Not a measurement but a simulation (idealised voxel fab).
This is a process module. Its name is voxel self aligned contacts.
Section cut is 235 nm wide and gridded with 5 nm square cells.
A cross-section is a grid of square cells, given in bands from the top down. A band is one or more rows of cells.
It is stipulated that each band's entry specify, in nanometres, the height of the top of the band and then that of its bottom, followed by the materials of the band in left-to-right sequence, each together with its width in nanometres. A single material marked by the word "full width" is understood to fill the band from edge to edge; the word "blank" is understood to denote empty space.
Ref level 0: as-received wafer is one material below here. Bottom band extends down with no lower bound ("0..down").
The two numbers in a width such as "30->40" mark its ends across the band: the first belongs to the top row of cells, the second to the bottom row, and from each row to the next the width moves by the same amount.
The cross-section has no changed cell in any step marked "nothing got changed".
Reported under the label "Enclosed void inventory" are the empty spaces having no open way to the top and comprising 8 cells or more; the notation for each is width x height at distance, in which the distance is measured from the left edge and all three values are in nm.
On a step's line, text after the settings is the simulator commenting on that step.
For masked steps, "overlay nm" on the step line gives how far right of plan the mask actually lay; a minus sign means it lay to the left.
## Steps planned for the process
1) RECEIVE,material Si
2) CONFORMAL_DEP,material SiO2,thk nm 5
3) DIRECTIONAL_DEP,material polySi,thk nm 30
4) DIRECTIONAL_DEP,material SiN,thk nm 15
5) PATTERN,tone cover,mask id GATE,material resist,width nm 25,pitch nm 50,thk nm 20,overlay nm 0
6) DIRECTIONAL_ETCH,etch materials SiN,depth nm 15
7) DIRECTIONAL_ETCH,etch materials polySi,depth nm 30
8) STRIP,etch materials resist
9) CONFORMAL_DEP,material SiN,thk nm 5
10) DIRECTIONAL_ETCH,etch materials SiN,depth nm 5
11) FILL_DEP,material SiO2,thk nm 15
12) CMP,height nm 60
13) PATTERN,tone open,mask id CONTACT,material resist,width nm 35,pitch nm 50,thk nm 15,overlay nm 0
14) DIRECTIONAL_ETCH,etch materials SiO2,depth nm 60
15) STRIP,etch materials resist
16) CONFORMAL_DEP,material TiN,thk nm 5
17) FILL_DEP,material Ru,thk nm 10
18) CMP,height nm 60
19) CONFORMAL_DEP,material SiCN,thk nm 5
## Step 1 complete: cross-section of the wafer as received
    0..down: Si full width
    Enclosed void inventory: none
## Cross-section, first of two wafers, end of module, run as planned
    65..60: SiCN full width
    60..50: 75 nm SiO2, 5->15 nm TiN, 25->5 nm Ru, 5->15 nm TiN, 15 nm SiO2, 5->15 nm TiN, 25->5 nm Ru, 5->15 nm TiN, 75 nm SiO2
    50..35: 50 nm SiO2, 35 nm SiN, 5 nm TiN, 5 nm Ru, 5 nm TiN, 35 nm SiN, 5 nm TiN, 5 nm Ru, 5 nm TiN, 35 nm SiN, 50 nm SiO2
    35..5: 50 nm SiO2, 5 nm SiN, 25 nm polySi, 5 nm SiN, 5 nm TiN, 5 nm Ru, 5 nm TiN, 5 nm SiN, 25 nm polySi, 5 nm SiN, 5 nm TiN, 5 nm Ru, 5 nm TiN, 5 nm SiN, 25 nm polySi, 5 nm SiN, 50 nm SiO2
    5..0: 85 nm SiO2, 15 nm TiN, 35 nm SiO2, 15 nm TiN, 85 nm SiO2
    0..down: Si full width
    Enclosed void inventory: none
## Cross-sectional view of the second of two wafers upon completion of the module. This wafer shared its starting condition and process plan with the first; one error was made during its execution
    65..60: SiCN full width
    60..40: 50 nm SiO2, 5 nm SiN, 25 nm polySi, 5 nm SiN, 5 nm TiN, 5 nm Ru, 5 nm TiN, 5 nm SiN, 25 nm polySi, 5 nm SiN, 5 nm TiN, 5 nm Ru, 5 nm TiN, 5 nm SiN, 25 nm polySi, 5 nm SiN, 50 nm SiO2
    40..35: 50 nm SiO2, 5 nm SiN, 25 nm polySi, 5 nm SiN, 15 nm TiN, 5 nm SiN, 25 nm polySi, 5 nm SiN, 15 nm TiN, 5 nm SiN, 25 nm polySi, 5 nm SiN, 50 nm SiO2
    35..5: polySi full width
    5..0: SiO2 full width
    0..down: Si full width
    Enclosed void inventory: none
The plan and the run diverged here: the plan had its step 3 run twice
End of process, cell counts, second wafer against first, materials with more or fewer: -22 Ru; -69 SiN; -140 SiO2; -36 TiN; +267 polySi
